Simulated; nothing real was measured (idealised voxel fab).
The process module that follows is named voxel ribs on slabs.
The width of the displayed cross-section, cut, is 260 nm; its cells are square, with a size of 5 nm.
Format of a cross-section: grid, square cells. Given as bands. Order: top down. Band: one or more rows of cells.
Band entry format. Leading values: height of top, height of bottom, nm. Remainder: materials in left-to-right order, each with its width in nm. Special words: "all across" on a single material, which then fills the band edge to edge; "air", empty space.
Ref level 0: as-received wafer is one material below here. Bottom band extends down with no lower bound ("0 -> down").
You'd read "30..40" like this: the band's top row of cells is as wide as the first number, its bottom row is as wide as the second, and going down, every row changes width by the same amount as the row before did.
When a step is marked "remains unaltered", none of the cells in the cross-section changed during that step.
Closed-off voids of 8+ cells (no open route to the top) go in "Enclosed void list", written width x height at distance from the left edge, in nm.
Heads up: the bit after the settings on a step's line is the simulator's remark on that step.
"overlay nm" on a masked step: distance the mask lay right of its planned place, negative for left.

**Listed below are the process steps as planned**
1) op RECEIVE | material Si
2) op DIRECTIONAL_DEP | material SiO2 | thk nm 30
3) op DIRECTIONAL_DEP | material SiN | thk nm 20
4) op DIRECTIONAL_DEP | material aC | thk nm 10
5) op PATTERN | tone cover | mask id RIB | material resist | width nm 20 | thk nm 25 | overlay nm 0
6) op DIRECTIONAL_ETCH | etch materials aC | depth nm 10
7) op STRIP | etch materials resist
8) op DIRECTIONAL_ETCH | etch materials SiN | depth nm 5
9) op STRIP | etch materials aC
10) op PATTERN | tone cover | mask id SLAB | material resist | width nm 70 | thk nm 15 | overlay nm 0
11) op DIRECTIONAL_ETCH | etch materials SiN | depth nm 15
12) op STRIP | etch materials resist
13) op FILL_DEP | material SiO2 | thk nm 30
14) op CMP | height nm 70
15) op DIRECTIONAL_DEP | material TiN | thk nm 5
16) op MASKED_ETCH | tone cover | mask id HEATER | width nm 30 | etch materials TiN | depth nm 5 | overlay nm 0
17) op CONFORMAL_DEP | material SiO2 | thk nm 5

**The cross-section here shows the wafer as received, i.e. in its state after step 1**
    0 -> down = Si all across
    Enclosed void list: none

**Run as planned - first of the two wafers cross-sectioned at the end of the module**
    80 -> 75 = air (110) | SiO2 (40) | air (110)
    75 -> 70 = SiO2 (115) | TiN (30) | SiO2 (115)
    70 -> 50 = SiO2 all across
    50 -> 45 = SiO2 (120) | SiN (20) | SiO2 (120)
    45 -> 30 = SiO2 (95) | SiN (70) | SiO2 (95)
    30 -> 0 = SiO2 all across
    0 -> down = Si all across
    Enclosed void list: none

**End of module, second wafer, cross-section. Started like the first, planned like the first, run with one mistake**
    80 -> 75 = air (110) | SiO2 (40) | air (110)
    75 -> 70 = SiO2 (115) | TiN (30) | SiO2 (115)
    70 -> 50 = aC all across
    50 -> 45 = aC (120) | SiN (20) | aC (120)
    45 -> 30 = aC (95) | SiN (70) | aC (95)
    30 -> 0 = SiO2 all across
    0 -> down = Si all across
    Enclosed void list: none
In executing the process, a mistake was made relative to the plan: step 13, actual vs plan mismatch, actual run op FILL_DEP | material aC | thk nm 30
Bottom line after processing is that, in cells, the second wafer is up or down on some materials versus the first: SiO2: 370 fewer | aC: 370 more
